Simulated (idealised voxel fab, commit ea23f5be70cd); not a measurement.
This is a process module. Its name is voxel ribs on slabs.
The cross-section on display is named cut; it measures 180 nm wide, and its cells are 5 nm squares.
Cross-section spec: square-cell grid; bands listed top down; each band is one or more rows. In this notation a band is specified by the heights of its top and bottom, in that order and in nm, after which its materials appear from left to right, each paired with its width in nm. The word "throughout" attached to a single material means that material fills the band from edge to edge; the word "air" stands for empty space. Basically, 0 is our baseline, since under it the wafer straight out of the box is all one material. The bottom band has no lower end and keeps on going down, so it looks like "0..down". The two numbers in a width such as "30..40" mark its ends across the band: the first belongs to the top row of cells, the second to the bottom row, and from each row to the next the width moves by the same amount. "nothing was modified" means the step left every cell of the cross-section as it was. The label "Fully sealed voids" introduces a list of the empty spaces, 8 cells or larger, that have no open way up to the top; each entry in it reads width x height at distance, where the distance is taken from the left edge and all three are stated in nm. On each step's line, the part that comes after the settings is the simulator's own comment on the step. overlay nm: mask offset rightward from planned place, masked step; negative means leftward offset.

## Below is the list of planned process steps
1: RECEIVE,material Si
2: DIRECTIONAL_DEP,material SiO2,thk nm 25
3: DIRECTIONAL_DEP,material polySi,thk nm 15
4: MASKED_ETCH,tone cover,mask id RIB,width nm 20,etch materials polySi,depth nm 10,overlay nm 0
5: PATTERN,tone cover,mask id SLAB,material resist,width nm 80,thk nm 15,overlay nm 0
6: DIRECTIONAL_ETCH,etch materials polySi,depth nm 5
7: STRIP,etch materials resist
8: FILL_DEP,material SiO2,thk nm 20
9: CMP,height nm 50
10: DIRECTIONAL_DEP,material W,thk nm 5
11: PATTERN,tone cover,mask id HEATER,material resist,width nm 30,thk nm 20,overlay nm 0
12: DIRECTIONAL_ETCH,etch materials W,depth nm 5
13: STRIP,etch materials resist
14: CONFORMAL_DEP,material SiN,thk nm 10

## Account of the first of two wafers, which was processed as intended

## So this is the incoming wafer in cross-section - it's already been through step 1
> 0..down | Si throughout
> Fully sealed voids: none

## You're looking at a cross-section of the wafer after step 2
> 25..0 | SiO2 throughout
> Under the height 0 nothing was changed.

## You're looking at a cross-section of the wafer after step 3
> 40..25 | polySi throughout
> Under the height 25 nothing was changed.

## You're looking at a cross-section of the wafer after step 4
> 40..30 | air 80 nm | polySi 20 nm | air 80 nm
> Under the height 30 nothing was changed.

## You're looking at a cross-section of the wafer after step 5
> 55..40 | air 50 nm | resist 80 nm | air 50 nm
> 40..30 | air 50 nm | resist 30 nm | polySi 20 nm | resist 30 nm | air 50 nm
> Under the height 30 nothing was changed.

## You're looking at a cross-section of the wafer after step 6
> 55..40 | air 50 nm | resist 80 nm | air 50 nm
> 40..30 | air 50 nm | resist 30 nm | polySi 20 nm | resist 30 nm | air 50 nm
> 30..25 | air 50 nm | polySi 80 nm | air 50 nm
> Under the height 25 nothing was changed.

## You're looking at a cross-section of the wafer after step 7
> 40..30 | air 80 nm | polySi 20 nm | air 80 nm
> Under the height 30 nothing was changed.

## You're looking at a cross-section of the wafer after step 8
> 60..40 | SiO2 throughout
> 40..30 | SiO2 80 nm | polySi 20 nm | SiO2 80 nm
> 30..25 | SiO2 50 nm | polySi 80 nm | SiO2 50 nm
> Under the height 25 nothing was changed.

## You're looking at a cross-section of the wafer after step 9
> 50..40 | SiO2 throughout
> Under the height 40 nothing was changed.

## You're looking at a cross-section of the wafer after step 10
> 55..50 | W throughout
> Under the height 50 nothing was changed.

## You're looking at a cross-section of the wafer after step 11
> 75..55 | air 75 nm | resist 30 nm | air 75 nm
> Under the height 55 nothing was changed.

## You're looking at a cross-section of the wafer after step 12
> 75..55 | air 75 nm | resist 30 nm | air 75 nm
> 55..50 | air 75 nm | W 30 nm | air 75 nm
> Under the height 50 nothing was changed.

## You're looking at a cross-section of the wafer after step 13
> 55..50 | air 75 nm | W 30 nm | air 75 nm
> Under the height 50 nothing was changed.

## You're looking at a cross-section of the wafer after step 14
> 65..60 | air 65 nm | SiN 50 nm | air 65 nm
> 60..55 | SiN throughout
> 55..50 | SiN 75 nm | W 30 nm | SiN 75 nm
> Under the height 50 nothing was changed.

## The second wafer began exactly as the first did and followed the same plan, but one mistake was made while running it; through step 1 inclusive, the two wafers are identical

## Cross-section: second wafer, time at which step 2 was scheduled to end
> 15..0 | polySi throughout
> Under the height 0 nothing was changed.

## Cross-section: second wafer, time at which step 3 was scheduled to end
> 40..15 | SiO2 throughout
> Under the height 15 nothing was changed.

Cross-section: second wafer, time at which step 4 was scheduled to end: nothing was modified

## Cross-section: second wafer, time at which step 5 was scheduled to end
> 55..40 | air 50 nm | resist 80 nm | air 50 nm
> Under the height 40 nothing was changed.

Cross-section: second wafer, time at which step 6 was scheduled to end: nothing was modified

## Cross-section: second wafer, time at which step 7 was scheduled to end
> 40..15 | SiO2 throughout
> Under the height 15 nothing was changed.

## Cross-section: second wafer, time at which step 8 was scheduled to end
> 60..15 | SiO2 throughout
> Under the height 15 nothing was changed.

## Cross-section: second wafer, time at which step 9 was scheduled to end
> 50..15 | SiO2 throughout
> Under the height 15 nothing was changed.

## Cross-section: second wafer, time at which step 10 was scheduled to end
> 55..50 | W throughout
> Under the height 50 nothing was changed.

## Cross-section: second wafer, time at which step 11 was scheduled to end
> 75..55 | air 75 nm | resist 30 nm | air 75 nm
> Under the height 55 nothing was changed.

## Cross-section: second wafer, time at which step 12 was scheduled to end
> 75..55 | air 75 nm | resist 30 nm | air 75 nm
> 55..50 | air 75 nm | W 30 nm | air 75 nm
> Under the height 50 nothing was changed.

## Cross-section: second wafer, time at which step 13 was scheduled to end
> 55..50 | air 75 nm | W 30 nm | air 75 nm
> Under the height 50 nothing was changed.

## Cross-section: second wafer, time at which step 14 was scheduled to end
> 65..60 | air 65 nm | SiN 50 nm | air 65 nm
> 60..55 | SiN throughout
> 55..50 | SiN 75 nm | W 30 nm | SiN 75 nm
> Under the height 50 nothing was changed.
Finding, execution versus plan: mixed up steps 2 and 3 - ran each in the other's place
The closing comparison, in cells, has the second wafer with more or fewer of some materials than the first: -84 SiO2, +84 polySi
